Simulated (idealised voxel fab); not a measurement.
voxel capacitor over wiring: a process module
Cross-sectional view cut (width: 275 nm; square cell size: 5 nm).
This document writes a cross-section as a grid whose cells are square, and gives it as bands, listed from the top down; one or more rows of cells form a band. Band: top and bottom heights (nm) first, top before bottom; then materials from left to right, widths in nm. "all across" marks a sole material filling the band edge to edge. "empty" denotes empty space. Height is counted from the level 0, under which the received wafer is composed throughout of one material. The lowest of the bands is not closed at the bottom but continues downward, in the notation "0 and below". A width such as "30..40" changes by the same amount from each row of cells to the next, from the band's top row to its bottom row. Where a step carries "no change", the cross-section came out of it unchanged, cell for cell. Heads up: "Sealed voids" only lists the empty pockets with no open path to the top that are 8 cells or more, and it writes them as width x height at distance, distance from the left edge, in nm. Read whatever lies past the settings on a step's line as the simulator's own remark about the step. For masked steps, "overlay nm" on the step line gives how far right of plan the mask actually lay; a minus sign means it lay to the left.
# Intended process steps
1) RECEIVE, material Si
2) CONFORMAL_DEP, material SiO2, thk nm 15
3) DIRECTIONAL_DEP, material TiN, thk nm 5
4) DIRECTIONAL_DEP, material W, thk nm 20
5) MASKED_ETCH, tone cover, mask id METAL_1, width nm 30, pitch nm 90, etch materials W, depth nm 20, overlay nm 0
6) MASKED_ETCH, tone cover, mask id METAL_1, width nm 30, pitch nm 90, etch materials TiN, depth nm 5, overlay nm 0
7) CONFORMAL_DEP, material SiN, thk nm 5
8) FILL_DEP, material lowk, thk nm 10
9) CMP, height nm 40
10) CONFORMAL_DEP, material SiCN, thk nm 5
11) DIRECTIONAL_DEP, material lowk, thk nm 15
12) MASKED_ETCH, tone open, mask id PLUG_1, width nm 15, etch materials lowk, depth nm 15, overlay nm 0
13) MASKED_ETCH, tone open, mask id PLUG_1, width nm 15, etch materials SiCN, depth nm 5, overlay nm 0
14) EPI, material Ru, thk nm 10
15) EPI, material Ru, thk nm 10
16) DIRECTIONAL_DEP, material TiN, thk nm 10
17) DIRECTIONAL_DEP, material HfO2, thk nm 5
18) DIRECTIONAL_DEP, material TiN, thk nm 10
19) MASKED_ETCH, tone cover, mask id UPPER_PLATE, width nm 65, etch materials TiN, depth nm 10, overlay nm 0
20) MASKED_ETCH, tone cover, mask id UPPER_PLATE, width nm 65, etch materials HfO2, depth nm 5, overlay nm 0
21) PATTERN, tone cover, mask id LOWER_PLATE, material resist, width nm 75, thk nm 20, overlay nm 0
22) DIRECTIONAL_ETCH, etch materials TiN, depth nm 10
23) STRIP, etch materials resist
24) FILL_DEP, material SiO2, thk nm 15
25) CMP, height nm 95
26) DIRECTIONAL_DEP, material aC, thk nm 10
27) PATTERN, tone open, mask id PLUG_2, material resist, width nm 15, thk nm 30, overlay nm 0
28) DIRECTIONAL_ETCH, etch materials aC, depth nm 10
29) STRIP, etch materials resist
30) DIRECTIONAL_ETCH, etch materials SiO2, depth nm 10
31) STRIP, etch materials aC
32) CONFORMAL_DEP, material TiN, thk nm 5
33) FILL_DEP, material Ru, thk nm 5
34) CMP, height nm 95
35) CONFORMAL_DEP, material SiN, thk nm 5
# Received-state cross-section, reflecting completion of step 1
- 0 and below  Si all across
- Sealed voids: none
# Final cross-section, module run with one mistake (start and plan as above)
- 100 down to 95  SiN all across
- 95 down to 90  SiO2=100  TiN=5  Ru=10  TiN=5  SiO2=155
- 90 down to 85  SiO2=100  TiN=20  SiO2=155
- 85 down to 75  SiO2=90  TiN=65  SiO2=120
- 75 down to 70  SiO2=90  HfO2=65  SiO2=120
- 70 down to 60  SiO2=85  TiN=75  SiO2=115
- 60 down to 45  lowk=90  Ru=15  lowk=170
- 45 down to 40  SiCN=90  Ru=15  SiCN=170
- 40 down to 20  lowk=70  SiN=5  W=30  SiN=5  lowk=50  SiN=5  W=30  SiN=5  lowk=75
- 20 down to 15  SiN=75  TiN=30  SiN=60  TiN=30  SiN=80
- 15 down to 0  SiO2 all across
- 0 and below  Si all across
- Sealed voids: none
Plan not followed: step 27 did not use the planned setting and instead ran as PATTERN, tone open, mask id PLUG_2, material resist, width nm 20, thk nm 30, overlay nm 0
